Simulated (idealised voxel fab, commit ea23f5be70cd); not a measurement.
Process module in this document: voxel self aligned contacts
It is cross-section cut that appears here, measuring 220 nm in width, its square cells being 5 nm in size.
Cross-section spec: square-cell grid; bands listed top down; each band is one or more rows. Read a band's entry like this: the first values are the height of its top and the height of its bottom in nm, and what follows is the sequence of materials from left to right, each with its width in nm. Note that "air" is empty space, and that a single material marked "edge to edge" reaches across the band from edge to edge. It should be noted that heights are counted from 0, beneath which the wafer as supplied is of one material throughout, and that the lowest band possesses no lower boundary but continues downward, as written in "0 nm and below". It should be noted that a width expressed as "30..40" varies in equal increments from row to row of cells within the band, taking the value of the first number at the top row and that of the second number at the bottom row. "nothing changed" for a step: no cell of the cross-section changed in that step. "Sealed-off cavities" - sealed voids, min. 8 cells, no opening to top; format: width x height at distance (distance from left edge; nm throughout). On a step's line, text after the settings is the simulator commenting on that step. If you see "overlay nm" on a step's line and that step has a mask, it's telling you how far right of where it was planned the mask ended up; a negative number means it went left instead. Pairs follow: section before one process step, section after it down to the lowest changed band, step with settings underneath. Pairs may come from different runs of this module on the same starting wafer; continuity with the pair above only as stated in the "Pre-process state" entry.

**Pre-process state**
0 nm and below = Si edge to edge
Sealed-off cavities: none

**Cross-Section After Step**
0 nm to -5 nm = SiO2 edge to edge
Below -5, no change.
Sealed-off cavities: none
Step between the pre-process and post-process cross-sections given above: OXIDIZE (depth nm 5)

Pre-process state: it's just the after picture from the pair right above this one.

**Cross-Section After Step**
20 nm to 0 nm = polySi edge to edge
Below 0, no change.
Sealed-off cavities: none
Step between the pre-process and post-process cross-sections given above: DIRECTIONAL_DEP (material polySi; thk nm 20)

Pre-process state: it's just the after picture from the pair right above this one.

**Cross-Section After Step**
35 nm to 20 nm = SiN edge to edge
Below 20, no change.
Sealed-off cavities: none
Step between the pre-process and post-process cross-sections given above: DIRECTIONAL_DEP (material SiN; thk nm 15)

Pre-process state: it's just the after picture from the pair right above this one.

**Cross-Section After Step**
50 nm to 35 nm = air (45) / resist (25) / air (25) / resist (25) / air (25) / resist (25) / air (50)
Below 35, no change.
Sealed-off cavities: none
Step between the pre-process and post-process cross-sections given above: PATTERN (tone cover; mask id GATE; material resist; width nm 25; pitch nm 50; thk nm 15; overlay nm 0)

Pre-process state: it's just the after picture from the pair right above this one.

**Cross-Section After Step**
50 nm to 35 nm = air (45) / resist (25) / air (25) / resist (25) / air (25) / resist (25) / air (50)
35 nm to 20 nm = air (45) / SiN (25) / air (25) / SiN (25) / air (25) / SiN (25) / air (50)
Below 20, no change.
Sealed-off cavities: none
Step between the pre-process and post-process cross-sections given above: DIRECTIONAL_ETCH (etch materials SiN; depth nm 15)

Pre-process state: it's just the after picture from the pair right above this one.

**Cross-Section After Step**
50 nm to 35 nm = air (45) / resist (25) / air (25) / resist (25) / air (25) / resist (25) / air (50)
35 nm to 20 nm = air (45) / SiN (25) / air (25) / SiN (25) / air (25) / SiN (25) / air (50)
20 nm to 0 nm = air (45) / polySi (25) / air (25) / polySi (25) / air (25) / polySi (25) / air (50)
Below 0, no change.
Sealed-off cavities: none
Step between the pre-process and post-process cross-sections given above: DIRECTIONAL_ETCH (etch materials polySi; depth nm 20)

Pre-process state: it's just the after picture from the pair right above this one.

**Cross-Section After Step**
35 nm to 20 nm = air (45) / SiN (25) / air (25) / SiN (25) / air (25) / SiN (25) / air (50)
Below 20, no change.
Sealed-off cavities: none
Step between the pre-process and post-process cross-sections given above: STRIP (etch materials resist)

Pre-process state: it's just the after picture from the pair right above this one.

**Cross-Section After Step**
40 nm to 20 nm = air (40) / SiN (35) / air (15) / SiN (35) / air (15) / SiN (35) / air (45)
20 nm to 5 nm = air (40) / SiN (5) / polySi (25) / SiN (5) / air (15) / SiN (5) / polySi (25) / SiN (5) / air (15) / SiN (5) / polySi (25) / SiN (5) / air (45)
5 nm to 0 nm = SiN (45) / polySi (25) / SiN (25) / polySi (25) / SiN (25) / polySi (25) / SiN (50)
Below 0, no change.
Sealed-off cavities: none
Step between the pre-process and post-process cross-sections given above: CONFORMAL_DEP (material SiN; thk nm 5)

Pre-process state: it's just the after picture from the pair right above this one.

**Cross-Section After Step**
35 nm to 20 nm = air (40) / SiN (35) / air (15) / SiN (35) / air (15) / SiN (35) / air (45)
20 nm to 0 nm = air (40) / SiN (5) / polySi (25) / SiN (5) / air (15) / SiN (5) / polySi (25) / SiN (5) / air (15) / SiN (5) / polySi (25) / SiN (5) / air (45)
Below 0, no change.
Sealed-off cavities: none
Step between the pre-process and post-process cross-sections given above: DIRECTIONAL_ETCH (etch materials SiN; depth nm 5)

Pre-process state: it's just the after picture from the pair right above this one.

**Cross-Section After Step**
45 nm to 35 nm = SiO2 edge to edge
35 nm to 20 nm = SiO2 (40) / SiN (35) / SiO2 (15) / SiN (35) / SiO2 (15) / SiN (35) / SiO2 (45)
20 nm to 0 nm = SiO2 (40) / SiN (5) / polySi (25) / SiN (5) / SiO2 (15) / SiN (5) / polySi (25) / SiN (5) / SiO2 (15) / SiN (5) / polySi (25) / SiN (5) / SiO2 (45)
Below 0, no change.
Sealed-off cavities: none
Step between the pre-process and post-process cross-sections given above: FILL_DEP (material SiO2; thk nm 10)

Pre-process state: it's just the after picture from the pair right above this one.

**Cross-Section After Step**
40 nm to 35 nm = SiO2 edge to edge
Below 35, no change.
Sealed-off cavities: none
Step between the pre-process and post-process cross-sections given above: CMP (height nm 40)

Pre-process state: it's just the after picture from the pair right above this one.

**Cross-Section After Step**
55 nm to 40 nm = resist (65) / air (35) / resist (15) / air (35) / resist (70)
Below 40, no change.
Sealed-off cavities: none
Step between the pre-process and post-process cross-sections given above: PATTERN (tone open; mask id CONTACT; material resist; width nm 35; pitch nm 50; thk nm 15; overlay nm 0)

Pre-process state: it's just the after picture from the pair right above this one.

**Cross-Section After Step**
55 nm to 40 nm = resist (65) / air (35) / resist (15) / air (35) / resist (70)
40 nm to 35 nm = SiO2 (65) / air (35) / SiO2 (15) / air (35) / SiO2 (70)
35 nm to 20 nm = SiO2 (40) / SiN (35) / air (15) / SiN (35) / air (15) / SiN (35) / SiO2 (45)
20 nm to 0 nm = SiO2 (40) / SiN (5) / polySi (25) / SiN (5) / air (15) / SiN (5) / polySi (25) / SiN (5) / air (15) / SiN (5) / polySi (25) / SiN (5) / SiO2 (45)
0 nm to -5 nm = SiO2 (75) / air (15) / SiO2 (35) / air (15) / SiO2 (80)
Below -5, no change.
Sealed-off cavities: none
Step between the pre-process and post-process cross-sections given above: DIRECTIONAL_ETCH (etch materials SiO2; depth nm 45)

Pre-process state: it's just the after picture from the pair right above this one.

**Cross-Section After Step**
40 nm to 35 nm = SiO2 (65) / air (35) / SiO2 (15) / air (35) / SiO2 (70)
Below 35, no change.
Sealed-off cavities: none
Step between the pre-process and post-process cross-sections given above: STRIP (etch materials resist)

Pre-process state: it's just the after picture from the pair right above this one.

**Cross-Section After Step**
45 nm to 40 nm = TiN (70) / air (25) / TiN (25) / air (25) / TiN (75)
40 nm to 35 nm = SiO2 (65) / TiN (15) / air (5) / TiN (15) / SiO2 (15) / TiN (15) / air (5) / TiN (15) / SiO2 (70)
35 nm to 20 nm = SiO2 (40) / SiN (35) / TiN (5) / air (5) / TiN (5) / SiN (35) / TiN (5) / air (5) / TiN (5) / SiN (35) / SiO2 (45)
20 nm to 0 nm = SiO2 (40) / SiN (5) / polySi (25) / SiN (5) / TiN (5) / air (5) / TiN (5) / SiN (5) / polySi (25) / SiN (5) / TiN (5) / air (5) / TiN (5) / SiN (5) / polySi (25) / SiN (5) / SiO2 (45)
0 nm to -5 nm = SiO2 (75) / TiN (15) / SiO2 (35) / TiN (15) / SiO2 (80)
Below -5, no change.
Sealed-off cavities: none
Step between the pre-process and post-process cross-sections given above: CONFORMAL_DEP (material TiN; thk nm 5)

Pre-process state: it's just the after picture from the pair right above this one.

**Cross-Section After Step**
55 nm to 45 nm = Ru edge to edge
45 nm to 40 nm = TiN (70) / Ru (25) / TiN (25) / Ru (25) / TiN (75)
40 nm to 35 nm = SiO2 (65) / TiN (15) / Ru (5) / TiN (15) / SiO2 (15) / TiN (15) / Ru (5) / TiN (15) / SiO2 (70)
35 nm to 20 nm = SiO2 (40) / SiN (35) / TiN (5) / Ru (5) / TiN (5) / SiN (35) / TiN (5) / Ru (5) / TiN (5) / SiN (35) / SiO2 (45)
20 nm to 0 nm = SiO2 (40) / SiN (5) / polySi (25) / SiN (5) / TiN (5) / Ru (5) / TiN (5) / SiN (5) / polySi (25) / SiN (5) / TiN (5) / Ru (5) / TiN (5) / SiN (5) / polySi (25) / SiN (5) / SiO2 (45)
Below 0, no change.
Sealed-off cavities: none
Step between the pre-process and post-process cross-sections given above: FILL_DEP (material Ru; thk nm 10)

Pre-process state: it's just the after picture from the pair right above this one.

**Cross-Section After Step**
40 nm to 35 nm = SiO2 (65) / TiN (15) / Ru (5) / TiN (15) / SiO2 (15) / TiN (15) / Ru (5) / TiN (15) / SiO2 (70)
Below 35, no change.
Sealed-off cavities: none
Step between the pre-process and post-process cross-sections given above: CMP (height nm 40)

Pre-process state: it's just the after picture from the pair right above this one.

**Cross-Section After Step**
45 nm to 40 nm = SiCN edge to edge
Below 40, no change.
Sealed-off cavities: none
Step between the pre-process and post-process cross-sections given above: CONFORMAL_DEP (material SiCN; thk nm 5)

**Pre-process state**
35 nm to 20 nm = air (45) / SiN (25) / air (25) / SiN (25) / air (25) / SiN (25) / air (50)
20 nm to 0 nm = air (45) / polySi (25) / air (25) / polySi (25) / air (25) / polySi (25) / air (50)
0 nm to -5 nm = SiO2 edge to edge
-5 nm and below = Si edge to edge
Sealed-off cavities: none

**Cross-Section After Step**
30 nm to 20 nm = air (45) / SiN (25) / air (25) / SiN (25) / air (25) / SiN (25) / air (50)
Below 20, no change.
Sealed-off cavities: none
Step between the pre-process and post-process cross-sections given above: DIRECTIONAL_ETCH (etch materials SiN; depth nm 5)

Pre-process state: it's just the after picture from the pair right above this one.

**Cross-Section After Step**
40 nm to 30 nm = SiO2 edge to edge
30 nm to 20 nm = SiO2 (45) / SiN (25) / SiO2 (25) / SiN (25) / SiO2 (25) / SiN (25) / SiO2 (50)
20 nm to 0 nm = SiO2 (45) / polySi (25) / SiO2 (25) / polySi (25) / SiO2 (25) / polySi (25) / SiO2 (50)
Below 0, no change.
Sealed-off cavities: none
Step between the pre-process and post-process cross-sections given above: FILL_DEP (material SiO2; thk nm 10)

Pre-process state: it's just the after picture from the pair right above this one.

**Cross-Section After Step**
55 nm to 40 nm = resist (65) / air (35) / resist (15) / air (35) / resist (70)
Below 40, no change.
Sealed-off cavities: none
Step between the pre-process and post-process cross-sections given above: PATTERN (tone open; mask id CONTACT; material resist; width nm 35; pitch nm 50; thk nm 15; overlay nm 0)

Pre-process state: it's just the after picture from the pair right above this one.

**Cross-Section After Step**
55 nm to 40 nm = resist (65) / air (35) / resist (15) / air (35) / resist (70)
40 nm to 30 nm = SiO2 (65) / air (35) / SiO2 (15) / air (35) / SiO2 (70)
30 nm to 20 nm = SiO2 (45) / SiN (25) / air (25) / SiN (25) / air (25) / SiN (25) / SiO2 (50)
20 nm to 0 nm = SiO2 (45) / polySi (25) / air (25) / polySi (25) / air (25) / polySi (25) / SiO2 (50)
0 nm to -5 nm = SiO2 (70) / air (25) / SiO2 (25) / air (25) / SiO2 (75)
Below -5, no change.
Sealed-off cavities: none
Step between the pre-process and post-process cross-sections given above: DIRECTIONAL_ETCH (etch materials SiO2; depth nm 45)

Pre-process state: it's just the after picture from the pair right above this one.

**Cross-Section After Step**
40 nm to 30 nm = SiO2 (65) / air (35) / SiO2 (15) / air (35) / SiO2 (70)
Below 30, no change.
Sealed-off cavities: none
Step between the pre-process and post-process cross-sections given above: STRIP (etch materials resist)

Pre-process state: it's just the after picture from the pair right above this one.

**Cross-Section After Step**
45 nm to 40 nm = TiN (70) / air (25) / TiN (25) / air (25) / TiN (75)
40 nm to 30 nm = SiO2 (65) / TiN (5..10) / air (25..15) / TiN (5..10) / SiO2 (15) / TiN (5..10) / air (25..15) / TiN (5..10) / SiO2 (70)
30 nm to 20 nm = SiO2 (45) / SiN (25) / TiN (5) / air (15) / TiN (5) / SiN (25) / TiN (5) / air (15) / TiN (5) / SiN (25) / SiO2 (50)
20 nm to 0 nm = SiO2 (45) / polySi (25) / TiN (5) / air (15) / TiN (5) / polySi (25) / TiN (5) / air (15) / TiN (5) / polySi (25) / SiO2 (50)
0 nm to -5 nm = SiO2 (70) / TiN (25) / SiO2 (25) / TiN (25) / SiO2 (75)
Below -5, no change.
Sealed-off cavities: none
Step between the pre-process and post-process cross-sections given above: CONFORMAL_DEP (material TiN; thk nm 5)

Pre-process state: it's just the after picture from the pair right above this one.

**Cross-Section After Step**
55 nm to 45 nm = Ru edge to edge
45 nm to 40 nm = TiN (70) / Ru (25) / TiN (25) / Ru (25) / TiN (75)
40 nm to 30 nm = SiO2 (65) / TiN (5..10) / Ru (25..15) / TiN (5..10) / SiO2 (15) / TiN (5..10) / Ru (25..15) / TiN (5..10) / SiO2 (70)
30 nm to 20 nm = SiO2 (45) / SiN (25) / TiN (5) / Ru (15) / TiN (5) / SiN (25) / TiN (5) / Ru (15) / TiN (5) / SiN (25) / SiO2 (50)
20 nm to 0 nm = SiO2 (45) / polySi (25) / TiN (5) / Ru (15) / TiN (5) / polySi (25) / TiN (5) / Ru (15) / TiN (5) / polySi (25) / SiO2 (50)
Below 0, no change.
Sealed-off cavities: none
Step between the pre-process and post-process cross-sections given above: FILL_DEP (material Ru; thk nm 10)

Pre-process state: it's just the after picture from the pair right above this one.

**Cross-Section After Step**
40 nm to 30 nm = SiO2 (65) / TiN (5..10) / Ru (25..15) / TiN (5..10) / SiO2 (15) / TiN (5..10) / Ru (25..15) / TiN (5..10) / SiO2 (70)
Below 30, no change.
Sealed-off cavities: none
Step between the pre-process and post-process cross-sections given above: CMP (height nm 40)

Pre-process state: it's just the after picture from the pair right above this one.

**Cross-Section After Step**
45 nm to 40 nm = SiCN edge to edge
Below 40, no change.
Sealed-off cavities: none
Step between the pre-process and post-process cross-sections given above: CONFORMAL_DEP (material SiCN; thk nm 5)

**Pre-process state**
35 nm to 20 nm = SiN edge to edge
20 nm to 0 nm = polySi edge to edge
0 nm to -5 nm = SiO2 edge to edge
-5 nm and below = Si edge to edge
Sealed-off cavities: none

**Cross-Section After Step**
50 nm to 20 nm = SiN edge to edge
Below 20, no change.
Sealed-off cavities: none
Step between the pre-process and post-process cross-sections given above: DIRECTIONAL_DEP (material SiN; thk nm 15)

Pre-process state: it's just the after picture from the pair right above this one.

**Cross-Section After Step**
65 nm to 50 nm = air (45) / resist (25) / air (25) / resist (25) / air (25) / resist (25) / air (50)
Below 50, no change.
Sealed-off cavities: none
Step between the pre-process and post-process cross-sections given above: PATTERN (tone cover; mask id GATE; material resist; width nm 25; pitch nm 50; thk nm 15; overlay nm 0)

Pre-process state: it's just the after picture from the pair right above this one.

**Cross-Section After Step**
65 nm to 50 nm = air (45) / resist (25) / air (25) / resist (25) / air (25) / resist (25) / air (50)
50 nm to 35 nm = air (45) / SiN (25) / air (25) / SiN (25) / air (25) / SiN (25) / air (50)
Below 35, no change.
Sealed-off cavities: none
Step between the pre-process and post-process cross-sections given above: DIRECTIONAL_ETCH (etch materials SiN; depth nm 15)

Pre-process state: it's just the after picture from the pair right above this one.

**Cross-Section After Step**
50 nm to 35 nm = air (45) / SiN (25) / air (25) / SiN (25) / air (25) / SiN (25) / air (50)
Below 35, no change.
Sealed-off cavities: none
Step between the pre-process and post-process cross-sections given above: STRIP (etch materials resist)

Pre-process state: it's just the after picture from the pair right above this one.

**Cross-Section After Step**
55 nm to 40 nm = air (40) / SiN (35) / air (15) / SiN (35) / air (15) / SiN (35) / air (45)
40 nm to 20 nm = SiN edge to edge
Below 20, no change.
Sealed-off cavities: none
Step between the pre-process and post-process cross-sections given above: CONFORMAL_DEP (material SiN; thk nm 5)

Pre-process state: it's just the after picture from the pair right above this one.

**Cross-Section After Step**
50 nm to 35 nm = air (40) / SiN (35) / air (15) / SiN (35) / air (15) / SiN (35) / air (45)
Below 35, no change.
Sealed-off cavities: none
Step between the pre-process and post-process cross-sections given above: DIRECTIONAL_ETCH (etch materials SiN; depth nm 5)

Pre-process state: it's just the after picture from the pair right above this one.

**Cross-Section After Step**
60 nm to 50 nm = SiO2 edge to edge
50 nm to 35 nm = SiO2 (40) / SiN (35) / SiO2 (15) / SiN (35) / SiO2 (15) / SiN (35) / SiO2 (45)
Below 35, no change.
Sealed-off cavities: none
Step between the pre-process and post-process cross-sections given above: FILL_DEP (material SiO2; thk nm 10)

Pre-process state: it's just the after picture from the pair right above this one.

**Cross-Section After Step**
40 nm to 35 nm = SiO2 (40) / SiN (35) / SiO2 (15) / SiN (35) / SiO2 (15) / SiN (35) / SiO2 (45)
Below 35, no change.
Sealed-off cavities: none
Step between the pre-process and post-process cross-sections given above: CMP (height nm 40)

Pre-process state: it's just the after picture from the pair right above this one.

**Cross-Section After Step**
55 nm to 40 nm = resist (65) / air (35) / resist (15) / air (35) / resist (70)
Below 40, no change.
Sealed-off cavities: none
Step between the pre-process and post-process cross-sections given above: PATTERN (tone open; mask id CONTACT; material resist; width nm 35; pitch nm 50; thk nm 15; overlay nm 0)

Pre-process state: it's just the after picture from the pair right above this one.

**Cross-Section After Step**
55 nm to 40 nm = resist (65) / air (35) / resist (15) / air (35) / resist (70)
40 nm to 35 nm = SiO2 (40) / SiN (35) / air (15) / SiN (35) / air (15) / SiN (35) / SiO2 (45)
Below 35, no change.
Sealed-off cavities: none
Step between the pre-process and post-process cross-sections given above: DIRECTIONAL_ETCH (etch materials SiO2; depth nm 45)

Pre-process state: it's just the after picture from the pair right above this one.

**Cross-Section After Step**
40 nm to 35 nm = SiO2 (40) / SiN (35) / air (15) / SiN (35) / air (15) / SiN (35) / SiO2 (45)
Below 35, no change.
Sealed-off cavities: none
Step between the pre-process and post-process cross-sections given above: STRIP (etch materials resist)

Pre-process state: it's just the after picture from the pair right above this one.

**Cross-Section After Step**
45 nm to 40 nm = TiN (80) / air (5) / TiN (45) / air (5) / TiN (85)
40 nm to 35 nm = SiO2 (40) / SiN (35) / TiN (15) / SiN (35) / TiN (15) / SiN (35) / SiO2 (45)
Below 35, no change.
Sealed-off cavities: none
Step between the pre-process and post-process cross-sections given above: CONFORMAL_DEP (material TiN; thk nm 5)

Pre-process state: it's just the after picture from the pair right above this one.

**Cross-Section After Step**
55 nm to 45 nm = Ru edge to edge
45 nm to 40 nm = TiN (80) / Ru (5) / TiN (45) / Ru (5) / TiN (85)
Below 40, no change.
Sealed-off cavities: none
Step between the pre-process and post-process cross-sections given above: FILL_DEP (material Ru; thk nm 10)

Pre-process state: it's just the after picture from the pair right above this one.

**Cross-Section After Step**
40 nm to 35 nm = SiO2 (40) / SiN (35) / TiN (15) / SiN (35) / TiN (15) / SiN (35) / SiO2 (45)
Below 35, no change.
Sealed-off cavities: none
Step between the pre-process and post-process cross-sections given above: CMP (height nm 40)

Pre-process state: it's just the after picture from the pair right above this one.

**Cross-Section After Step**
45 nm to 40 nm = SiCN edge to edge
Below 40, no change.
Sealed-off cavities: none
Step between the pre-process and post-process cross-sections given above: CONFORMAL_DEP (material SiCN; thk nm 5)

**Pre-process state**
30 nm to 20 nm = air (45) / SiN (25) / air (25) / SiN (25) / air (25) / SiN (25) / air (50)
20 nm to 0 nm = air (45) / polySi (25) / air (25) / polySi (25) / air (25) / polySi (25) / air (50)
0 nm to -5 nm = SiO2 edge to edge
-5 nm and below = Si edge to edge
Sealed-off cavities: none

**Cross-Section After Step**
35 nm to 20 nm = air (40) / SiN (35) / air (15) / SiN (35) / air (15) / SiN (35) / air (45)
20 nm to 5 nm = air (40) / SiN (5) / polySi (25) / SiN (5) / air (15) / SiN (5) / polySi (25) / SiN (5) / air (15) / SiN (5) / polySi (25) / SiN (5) / air (45)
5 nm to 0 nm = SiN (45) / polySi (25) / SiN (25) / polySi (25) / SiN (25) / polySi (25) / SiN (50)
Below 0, no change.
Sealed-off cavities: none
Step between the pre-process and post-process cross-sections given above: CONFORMAL_DEP (material SiN; thk nm 5)

Pre-process state: it's just the after picture from the pair right above this one.

**Cross-Section After Step**
45 nm to 35 nm = SiO2 edge to edge
35 nm to 20 nm = SiO2 (40) / SiN (35) / SiO2 (15) / SiN (35) / SiO2 (15) / SiN (35) / SiO2 (45)
20 nm to 5 nm = SiO2 (40) / SiN (5) / polySi (25) / SiN (5) / SiO2 (15) / SiN (5) / polySi (25) / SiN (5) / SiO2 (15) / SiN (5) / polySi (25) / SiN (5) / SiO2 (45)
Below 5, no change.
Sealed-off cavities: none
Step between the pre-process and post-process cross-sections given above: FILL_DEP (material SiO2; thk nm 10)

Pre-process state: it's just the after picture from the pair right above this one.

**Cross-Section After Step**
40 nm to 35 nm = SiO2 edge to edge
Below 35, no change.
Sealed-off cavities: none
Step between the pre-process and post-process cross-sections given above: CMP (height nm 40)

Pre-process state: it's just the after picture from the pair right above this one.

**Cross-Section After Step**
55 nm to 40 nm = resist (65) / air (35) / resist (15) / air (35) / resist (70)
Below 40, no change.
Sealed-off cavities: none
Step between the pre-process and post-process cross-sections given above: PATTERN (tone open; mask id CONTACT; material resist; width nm 35; pitch nm 50; thk nm 15; overlay nm 0)

Pre-process state: it's just the after picture from the pair right above this one.

**Cross-Section After Step**
55 nm to 40 nm = resist (65) / air (35) / resist (15) / air (35) / resist (70)
40 nm to 35 nm = SiO2 (65) / air (35) / SiO2 (15) / air (35) / SiO2 (70)
35 nm to 20 nm = SiO2 (40) / SiN (35) / air (15) / SiN (35) / air (15) / SiN (35) / SiO2 (45)
20 nm to 5 nm = SiO2 (40) / SiN (5) / polySi (25) / SiN (5) / air (15) / SiN (5) / polySi (25) / SiN (5) / air (15) / SiN (5) / polySi (25) / SiN (5) / SiO2 (45)
Below 5, no change.
Sealed-off cavities: none
Step between the pre-process and post-process cross-sections given above: DIRECTIONAL_ETCH (etch materials SiO2; depth nm 45)

Pre-process state: it's just the after picture from the pair right above this one.

**Cross-Section After Step**
40 nm to 35 nm = SiO2 (65) / air (35) / SiO2 (15) / air (35) / SiO2 (70)
Below 35, no change.
Sealed-off cavities: none
Step between the pre-process and post-process cross-sections given above: STRIP (etch materials resist)

Pre-process state: it's just the after picture from the pair right above this one.

**Cross-Section After Step**
45 nm to 40 nm = TiN (70) / air (25) / TiN (25) / air (25) / TiN (75)
40 nm to 35 nm = SiO2 (65) / TiN (15) / air (5) / TiN (15) / SiO2 (15) / TiN (15) / air (5) / TiN (15) / SiO2 (70)
35 nm to 20 nm = SiO2 (40) / SiN (35) / TiN (5) / air (5) / TiN (5) / SiN (35) / TiN (5) / air (5) / TiN (5) / SiN (35) / SiO2 (45)
20 nm to 10 nm = SiO2 (40) / SiN (5) / polySi (25) / SiN (5) / TiN (5) / air (5) / TiN (5) / SiN (5) / polySi (25) / SiN (5) / TiN (5) / air (5) / TiN (5) / SiN (5) / polySi (25) / SiN (5) / SiO2 (45)
10 nm to 5 nm = SiO2 (40) / SiN (5) / polySi (25) / SiN (5) / TiN (15) / SiN (5) / polySi (25) / SiN (5) / TiN (15) / SiN (5) / polySi (25) / SiN (5) / SiO2 (45)
Below 5, no change.
Sealed-off cavities: none
Step between the pre-process and post-process cross-sections given above: CONFORMAL_DEP (material TiN; thk nm 5)

Pre-process state: it's just the after picture from the pair right above this one.

**Cross-Section After Step**
55 nm to 45 nm = Ru edge to edge
45 nm to 40 nm = TiN (70) / Ru (25) / TiN (25) / Ru (25) / TiN (75)
40 nm to 35 nm = SiO2 (65) / TiN (15) / Ru (5) / TiN (15) / SiO2 (15) / TiN (15) / Ru (5) / TiN (15) / SiO2 (70)
35 nm to 20 nm = SiO2 (40) / SiN (35) / TiN (5) / Ru (5) / TiN (5) / SiN (35) / TiN (5) / Ru (5) / TiN (5) / SiN (35) / SiO2 (45)
20 nm to 10 nm = SiO2 (40) / SiN (5) / polySi (25) / SiN (5) / TiN (5) / Ru (5) / TiN (5) / SiN (5) / polySi (25) / SiN (5) / TiN (5) / Ru (5) / TiN (5) / SiN (5) / polySi (25) / SiN (5) / SiO2 (45)
Below 10, no change.
Sealed-off cavities: none
Step between the pre-process and post-process cross-sections given above: FILL_DEP (material Ru; thk nm 10)

Pre-process state: it's just the after picture from the pair right above this one.

**Cross-Section After Step**
40 nm to 35 nm = SiO2 (65) / TiN (15) / Ru (5) / TiN (15) / SiO2 (15) / TiN (15) / Ru (5) / TiN (15) / SiO2 (70)
Below 35, no change.
Sealed-off cavities: none
Step between the pre-process and post-process cross-sections given above: CMP (height nm 40)

Pre-process state: it's just the after picture from the pair right above this one.

**Cross-Section After Step**
45 nm to 40 nm = SiCN edge to edge
Below 40, no change.
Sealed-off cavities: none
Step between the pre-process and post-process cross-sections given above: CONFORMAL_DEP (material SiCN; thk nm 5)

**Pre-process state**
0 nm to -5 nm = SiO2 edge to edge
-5 nm and below = Si edge to edge
Sealed-off cavities: none

**Cross-Section After Step**
25 nm to 0 nm = polySi edge to edge
Below 0, no change.
Sealed-off cavities: none
Step between the pre-process and post-process cross-sections given above: DIRECTIONAL_DEP (material polySi; thk nm 25)

Pre-process state: it's just the after picture from the pair right above this one.

**Cross-Section After Step**
40 nm to 25 nm = SiN edge to edge
Below 25, no change.
Sealed-off cavities: none
Step between the pre-process and post-process cross-sections given above: DIRECTIONAL_DEP (material SiN; thk nm 15)

Pre-process state: it's just the after picture from the pair right above this one.

**Cross-Section After Step**
55 nm to 40 nm = air (45) / resist (25) / air (25) / resist (25) / air (25) / resist (25) / air (50)
Below 40, no change.
Sealed-off cavities: none
Step between the pre-process and post-process cross-sections given above: PATTERN (tone cover; mask id GATE; material resist; width nm 25; pitch nm 50; thk nm 15; overlay nm 0)

Pre-process state: it's just the after picture from the pair right above this one.

**Cross-Section After Step**
55 nm to 40 nm = air (45) / resist (25) / air (25) / resist (25) / air (25) / resist (25) / air (50)
40 nm to 25 nm = air (45) / SiN (25) / air (25) / SiN (25) / air (25) / SiN (25) / air (50)
Below 25, no change.
Sealed-off cavities: none
Step between the pre-process and post-process cross-sections given above: DIRECTIONAL_ETCH (etch materials SiN; depth nm 15)

Pre-process state: it's just the after picture from the pair right above this one.

**Cross-Section After Step**
55 nm to 40 nm = air (45) / resist (25) / air (25) / resist (25) / air (25) / resist (25) / air (50)
40 nm to 25 nm = air (45) / SiN (25) / air (25) / SiN (25) / air (25) / SiN (25) / air (50)
25 nm to 5 nm = air (45) / polySi (25) / air (25) / polySi (25) / air (25) / polySi (25) / air (50)
Below 5, no change.
Sealed-off cavities: none
Step between the pre-process and post-process cross-sections given above: DIRECTIONAL_ETCH (etch materials polySi; depth nm 20)

Pre-process state: it's just the after picture from the pair right above this one.

**Cross-Section After Step**
40 nm to 25 nm = air (45) / SiN (25) / air (25) / SiN (25) / air (25) / SiN (25) / air (50)
Below 25, no change.
Sealed-off cavities: none
Step between the pre-process and post-process cross-sections given above: STRIP (etch materials resist)

Pre-process state: it's just the after picture from the pair right above this one.

**Cross-Section After Step**
45 nm to 25 nm = air (40) / SiN (35) / air (15) / SiN (35) / air (15) / SiN (35) / air (45)
25 nm to 10 nm = air (40) / SiN (5) / polySi (25) / SiN (5) / air (15) / SiN (5) / polySi (25) / SiN (5) / air (15) / SiN (5) / polySi (25) / SiN (5) / air (45)
10 nm to 5 nm = SiN (45) / polySi (25) / SiN (25) / polySi (25) / SiN (25) / polySi (25) / SiN (50)
Below 5, no change.
Sealed-off cavities: none
Step between the pre-process and post-process cross-sections given above: CONFORMAL_DEP (material SiN; thk nm 5)

Pre-process state: it's just the after picture from the pair right above this one.

**Cross-Section After Step**
40 nm to 25 nm = air (40) / SiN (35) / air (15) / SiN (35) / air (15) / SiN (35) / air (45)
25 nm to 5 nm = air (40) / SiN (5) / polySi (25) / SiN (5) / air (15) / SiN (5) / polySi (25) / SiN (5) / air (15) / SiN (5) / polySi (25) / SiN (5) / air (45)
Below 5, no change.
Sealed-off cavities: none
Step between the pre-process and post-process cross-sections given above: DIRECTIONAL_ETCH (etch materials SiN; depth nm 5)

Pre-process state: it's just the after picture from the pair right above this one.

**Cross-Section After Step**
50 nm to 40 nm = SiO2 edge to edge
40 nm to 25 nm = SiO2 (40) / SiN (35) / SiO2 (15) / SiN (35) / SiO2 (15) / SiN (35) / SiO2 (45)
25 nm to 5 nm = SiO2 (40) / SiN (5) / polySi (25) / SiN (5) / SiO2 (15) / SiN (5) / polySi (25) / SiN (5) / SiO2 (15) / SiN (5) / polySi (25) / SiN (5) / SiO2 (45)
Below 5, no change.
Sealed-off cavities: none
Step between the pre-process and post-process cross-sections given above: FILL_DEP (material SiO2; thk nm 10)

Pre-process state: it's just the after picture from the pair right above this one.

**Cross-Section After Step**
40 nm to 25 nm = SiO2 (40) / SiN (35) / SiO2 (15) / SiN (35) / SiO2 (15) / SiN (35) / SiO2 (45)
Below 25, no change.
Sealed-off cavities: none
Step between the pre-process and post-process cross-sections given above: CMP (height nm 40)

Pre-process state: it's just the after picture from the pair right above this one.

**Cross-Section After Step**
55 nm to 40 nm = resist (65) / air (35) / resist (15) / air (35) / resist (70)
Below 40, no change.
Sealed-off cavities: none
Step between the pre-process and post-process cross-sections given above: PATTERN (tone open; mask id CONTACT; material resist; width nm 35; pitch nm 50; thk nm 15; overlay nm 0)

Pre-process state: it's just the after picture from the pair right above this one.

**Cross-Section After Step**
55 nm to 40 nm = resist (65) / air (35) / resist (15) / air (35) / resist (70)
40 nm to 25 nm = SiO2 (40) / SiN (35) / air (15) / SiN (35) / air (15) / SiN (35) / SiO2 (45)
25 nm to 5 nm = SiO2 (40) / SiN (5) / polySi (25) / SiN (5) / air (15) / SiN (5) / polySi (25) / SiN (5) / air (15) / SiN (5) / polySi (25) / SiN (5) / SiO2 (45)
Below 5, no change.
Sealed-off cavities: none
Step between the pre-process and post-process cross-sections given above: DIRECTIONAL_ETCH (etch materials SiO2; depth nm 45)

Pre-process state: it's just the after picture from the pair right above this one.

**Cross-Section After Step**
40 nm to 25 nm = SiO2 (40) / SiN (35) / air (15) / SiN (35) / air (15) / SiN (35) / SiO2 (45)
Below 25, no change.
Sealed-off cavities: none
Step between the pre-process and post-process cross-sections given above: STRIP (etch materials resist)
